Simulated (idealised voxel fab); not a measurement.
process module | voxel self aligned contacts
cross-section cut | 160 nm wide | cells 5 nm
A cross-section is a grid of square cells, given in bands from the top down. A band is one or more rows of cells.
Each band's line starts with the height of the band's top and of its bottom, in nm. Then come its materials from left to right, each with its width in nm. One material with "throughout" fills the band from edge to edge. "air" is empty space.
Height 0 is the level under which the wafer as received is all one material. The lowest band goes on downwards, as in "0 down".
A width such as "30 to 40" changes by the same amount from each row of cells to the next, from the band's top row to its bottom row.
"no change" after a step means that no cell of the cross-section changed.
closed voids: empty space of 8 cells or more with no open way to the top, each as width x height at its distance from the left edge, in nm
after a step's settings: what the simulator itself notes on the step
overlay nm, on a step with a mask: how far to the right of its planned place the mask lay; to the left if negative
plan
1 op RECEIVE | material Si
2 op CONFORMAL_DEP | material SiO2 | thk nm 5
3 op DIRECTIONAL_DEP | material polySi | thk nm 20
4 op DIRECTIONAL_DEP | material SiN | thk nm 20
5 op MASKED_ETCH | tone cover | mask id GATE | width nm 30 | pitch nm 75 | etch materials SiN | depth nm 20 | overlay nm 0
6 op MASKED_ETCH | tone cover | mask id GATE | width nm 30 | pitch nm 75 | etch materials polySi | depth nm 20 | overlay nm 0
7 op CONFORMAL_DEP | material SiN | thk nm 10
8 op DIRECTIONAL_ETCH | etch materials SiN | depth nm 10
9 op FILL_DEP | material SiO2 | thk nm 15
10 op CMP | height nm 50
11 op PATTERN | tone open | mask id CONTACT | material resist | width nm 55 | thk nm 20 | overlay nm 0
12 op DIRECTIONAL_ETCH | etch materials SiO2 | depth nm 50
13 op STRIP | etch materials resist
14 op CONFORMAL_DEP | material TiN | thk nm 5
15 op FILL_DEP | material W | thk nm 10
16 op CMP | height nm 50
17 op CONFORMAL_DEP | material SiN | thk nm 5
as received, after step 1
  0 down: Si throughout
  closed voids: none
first wafer at the end, as planned
  55 to 50: SiN throughout
  50 to 45: SiO2 50 | TiN 20 | W 15 | TiN 20 | SiO2 55
  45 to 25: SiO2 15 | SiN 50 | TiN 5 | W 15 | TiN 5 | SiN 50 | SiO2 20
  25 to 5: SiO2 15 | SiN 10 | polySi 30 | SiN 10 | TiN 5 | W 15 | TiN 5 | SiN 10 | polySi 30 | SiN 10 | SiO2 20
  5 to 0: SiO2 65 | TiN 25 | SiO2 70
  0 down: Si throughout
  closed voids: none
second wafer at the end: like start, like plan, one mistake
  55 to 50: SiN throughout
  50 to 45: SiO2 15 | SiN 50 | TiN 5 | W 15 | TiN 5 | SiN 50 | SiO2 20
  45 to 30: SiO2 15 | SiN 10 | polySi 30 | SiN 10 | TiN 5 | W 15 | TiN 5 | SiN 10 | polySi 30 | SiN 10 | SiO2 20
  30 to 25: SiO2 15 | SiN 10 | polySi 30 | SiN 10 | TiN 25 | SiN 10 | polySi 30 | SiN 10 | SiO2 20
  25 to 5: polySi throughout
  5 to 0: SiO2 throughout
  0 down: Si throughout
  closed voids: none
what went wrong: step 3 was run twice
at the end the second wafer has, in cells: 60 fewer of SiN | 37 fewer of SiO2 | 16 fewer of TiN | 15 fewer of W | 128 more of polySi
